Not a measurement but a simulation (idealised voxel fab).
Proc. module: voxel self aligned contacts
Displayed cross-section: cut, width of 175 nm, square cells sized 5 nm.
Square cells in a grid make up a cross-section in this document, and the grid is given as bands, listed from the top down, each one or more rows of cells. Top height, bottom height, nm. Materials left to right, width each, nm. Single material + "edge to edge" = fills band edge to edge. "empty" = empty. Below 0: as-received wafer, all one material; heights counted from there. Lowest band: no bottom, goes on down, written "top 0, no bottom". With a width like "30..40", each row of cells in the band differs from the next by the same amount, the top row carrying the first number and the bottom row the second. Take "all unchanged" at face value: in the step it is given for, the cross-section changed in none of its cells. "Entrapped void list" means: voids of 8 cells or more that are shut off from the top with no open way through. Written width x height at distance, distance from the left edge, in nm. If you see something after the settings on a step's line, that's the simulator's own remark about that step. Each step line may optionally specify "overlay nm", which for a step with a mask gives the rightward distance between the mask's planned place and where it lay, a negative value indicating the leftward direction.
### Planned step list for the process
1. op RECEIVE | material Si
2. op OXIDIZE | depth nm 5
3. op DIRECTIONAL_DEP | material polySi | thk nm 25
4. op DIRECTIONAL_DEP | material SiN | thk nm 20
5. op MASKED_ETCH | tone cover | mask id GATE | width nm 25 | pitch nm 65 | etch materials SiN | depth nm 20 | overlay nm 0
6. op MASKED_ETCH | tone cover | mask id GATE | width nm 25 | pitch nm 65 | etch materials polySi | depth nm 25 | overlay nm 0
7. op CONFORMAL_DEP | material SiN | thk nm 10
8. op DIRECTIONAL_ETCH | etch materials SiN | depth nm 10
9. op FILL_DEP | material SiO2 | thk nm 10
10. op CMP | height nm 50
11. op PATTERN | tone open | mask id CONTACT | material resist | width nm 50 | thk nm 15 | overlay nm 0
12. op DIRECTIONAL_ETCH | etch materials SiO2 | depth nm 55
13. op STRIP | etch materials resist
14. op CONFORMAL_DEP | material TiN | thk nm 5
15. op FILL_DEP | material W | thk nm 10
16. op CMP | height nm 50
17. op CONFORMAL_DEP | material SiCN | thk nm 5
### So this is the incoming wafer in cross-section - it's already been through step 1
top 0, no bottom: Si edge to edge
Entrapped void list: none
### Cross-section: first of two wafers, module finished, run according to plan
top 55, bottom 50: SiCN edge to edge
top 50, bottom 45: SiO2: 60, then TiN: 20, then W: 10, then TiN: 20, then SiO2: 65
top 45, bottom 25: SiO2: 30, then SiN: 45, then TiN: 5, then W: 10, then TiN: 5, then SiN: 45, then SiO2: 35
top 25, bottom 0: SiO2: 30, then SiN: 10, then polySi: 25, then SiN: 10, then TiN: 5, then W: 10, then TiN: 5, then SiN: 10, then polySi: 25, then SiN: 10, then SiO2: 35
top 0, bottom -5: SiO2: 75, then TiN: 20, then SiO2: 80
top -5, no bottom: Si edge to edge
Entrapped void list: none
### Cross-section at end of module for the second wafer of two, which matched the first in starting point and plan and differed by one mistake in its processing
top 55, bottom 50: SiCN edge to edge
top 50, bottom 25: SiN edge to edge
top 25, bottom 0: SiN: 40, then polySi: 25, then SiN: 40, then polySi: 25, then SiN: 45
top 0, bottom -5: SiO2 edge to edge
top -5, no bottom: Si edge to edge
Entrapped void list: none
Processing error: planned and actual differ for step 9; actual: op FILL_DEP | material SiN | thk nm 10
Looking at both finished wafers in cells, the second ends up ahead of or behind the first on some materials: SiN: 188 more; SiO2: 138 fewer; TiN: 30 fewer; W: 20 fewer
